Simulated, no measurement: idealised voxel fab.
The document below concerns the process module designated voxel capacitor over wiring.
The figure presents cross-section cut, which has a width of 155 nm and is divided into square cells with an edge length of 5 nm.
A cross-section in this document is a grid of square cells, and it is written down as bands, the top band listed before the ones below it; a band is made up of one or more rows of cells.
Heights first: top, then bottom, in nm. Then materials, left to right, each with a width in nm. "edge to edge" on a single material: fills the band edge to edge. "blank": empty space.
Heights are expressed relative to 0, this being the level below which the as-received wafer comprises one material exclusively. The lowest band is unbounded in the downward direction and is denoted as in "0 -> down".
The notation "30..40" denotes a width that varies across the rows of cells in the band, beginning at the first number in the top row, finishing at the second number in the bottom row, and changing by an identical amount from each row to the next.
Where a step carries "nothing got changed", the cross-section came out of it unchanged, cell for cell.
Enclosed voids (no open way to top), threshold 8 cells or more, entry "Closed void entries", notation width x height at distance, distance from left edge, nm.
What comes after the settings on a step's line is commentary from the simulator itself on that step.
overlay nm: how far to the right of its planned place the mask lay on this masked step (negative: to the left).
PLANNED STEP LIST FOR THE PROCESS
1: RECEIVE [material Si]
2: CONFORMAL_DEP [material SiO2] [thk nm 15]
3: CONFORMAL_DEP [material SiCN] [thk nm 5]
4: DIRECTIONAL_DEP [material SiO2] [thk nm 20]
5: DIRECTIONAL_DEP [material aC] [thk nm 10]
6: PATTERN [tone open] [mask id METAL_1] [material resist] [width nm 30] [pitch nm 85] [thk nm 30] [overlay nm 0]
7: DIRECTIONAL_ETCH [etch materials aC] [depth nm 10]
8: STRIP [etch materials resist]
9: DIRECTIONAL_ETCH [etch materials SiO2] [depth nm 20]
10: DIRECTIONAL_ETCH [etch materials SiCN] [depth nm 5]
11: STRIP [etch materials aC]
12: CONFORMAL_DEP [material TiN] [thk nm 5]
13: FILL_DEP [material Cu] [thk nm 10]
14: CMP [height nm 40]
15: EPI [material Ru] [thk nm 5]
16: FILL_DEP [material SiCN] [thk nm 5]
17: DIRECTIONAL_DEP [material lowk] [thk nm 20]
18: DIRECTIONAL_DEP [material aC] [thk nm 10]
19: PATTERN [tone open] [mask id PLUG_1] [material resist] [width nm 15] [thk nm 30] [overlay nm 0]
20: DIRECTIONAL_ETCH [etch materials aC] [depth nm 10]
21: STRIP [etch materials resist]
22: DIRECTIONAL_ETCH [etch materials lowk] [depth nm 20]
23: DIRECTIONAL_ETCH [etch materials SiCN] [depth nm 5]
24: STRIP [etch materials aC]
25: EPI [material Ru] [thk nm 10]
26: EPI [material Ru] [thk nm 10]
27: EPI [material Ru] [thk nm 5]
28: DIRECTIONAL_DEP [material TiN] [thk nm 5]
29: DIRECTIONAL_DEP [material HfO2] [thk nm 5]
30: DIRECTIONAL_DEP [material TiN] [thk nm 5]
31: PATTERN [tone cover] [mask id UPPER_PLATE] [material resist] [width nm 60] [thk nm 15] [overlay nm 0]
32: DIRECTIONAL_ETCH [etch materials TiN] [depth nm 5]
33: DIRECTIONAL_ETCH [etch materials HfO2] [depth nm 5]
34: STRIP [etch materials resist]
35: DIRECTIONAL_DEP [material aC] [thk nm 15]
36: PATTERN [tone cover] [mask id LOWER_PLATE] [material resist] [width nm 70] [thk nm 35] [overlay nm 0]
37: DIRECTIONAL_ETCH [etch materials aC] [depth nm 15]
38: STRIP [etch materials resist]
39: DIRECTIONAL_ETCH [etch materials TiN] [depth nm 5]
40: STRIP [etch materials aC]
41: FILL_DEP [material SiO2] [thk nm 15]
42: CMP [height nm 95]
43: MASKED_ETCH [tone open] [mask id PLUG_2] [width nm 15] [etch materials SiO2] [depth nm 10] [overlay nm 0]
44: CONFORMAL_DEP [material TiN] [thk nm 5]
45: FILL_DEP [material W] [thk nm 10]
46: CMP [height nm 95]
47: CONFORMAL_DEP [material SiCN] [thk nm 5]
CROSS-SECTIONAL VIEW OF THE WAFER IN ITS AS-RECEIVED CONDITION, CORRESPONDING TO THE STATE AFTER STEP 1
- 0 -> down: Si edge to edge
- Closed void entries: none
HERE'S THE WAFER CUT IN CROSS-SECTION AFTER THE MODULE, STARTED AND PLANNED JUST LIKE ABOVE, EXCEPT ONE THING WAS DONE WRONG IN THE RUN
- 100 -> 95: SiCN edge to edge
- 95 -> 85: SiO2 (45..35)  TiN (15..25)  SiO2 (95)
- 85 -> 80: SiO2 (35)  HfO2 (20)  TiN (40)  SiO2 (60)
- 80 -> 75: SiO2 (30)  TiN (25)  HfO2 (40)  SiO2 (60)
- 75 -> 70: SiO2 (30)  Ru (25)  TiN (45)  SiO2 (55)
- 70 -> 50: lowk (35)  Ru (15)  lowk (105)
- 50 -> 45: Cu edge to edge
- 45 -> 40: Cu (15)  Ru (40)  Cu (45)  Ru (40)  Cu (15)
- 40 -> 20: SiO2 (20)  TiN (5)  Cu (20)  TiN (5)  SiO2 (55)  TiN (5)  Cu (20)  TiN (5)  SiO2 (20)
- 20 -> 15: SiCN (20)  TiN (30)  SiCN (55)  TiN (30)  SiCN (20)
- 15 -> 0: SiO2 edge to edge
- 0 -> down: Si edge to edge
- Closed void entries: none
Which mistake was made when the wafer was run? step 16, actual vs plan mismatch, actual run FILL_DEP [material Cu] [thk nm 5]
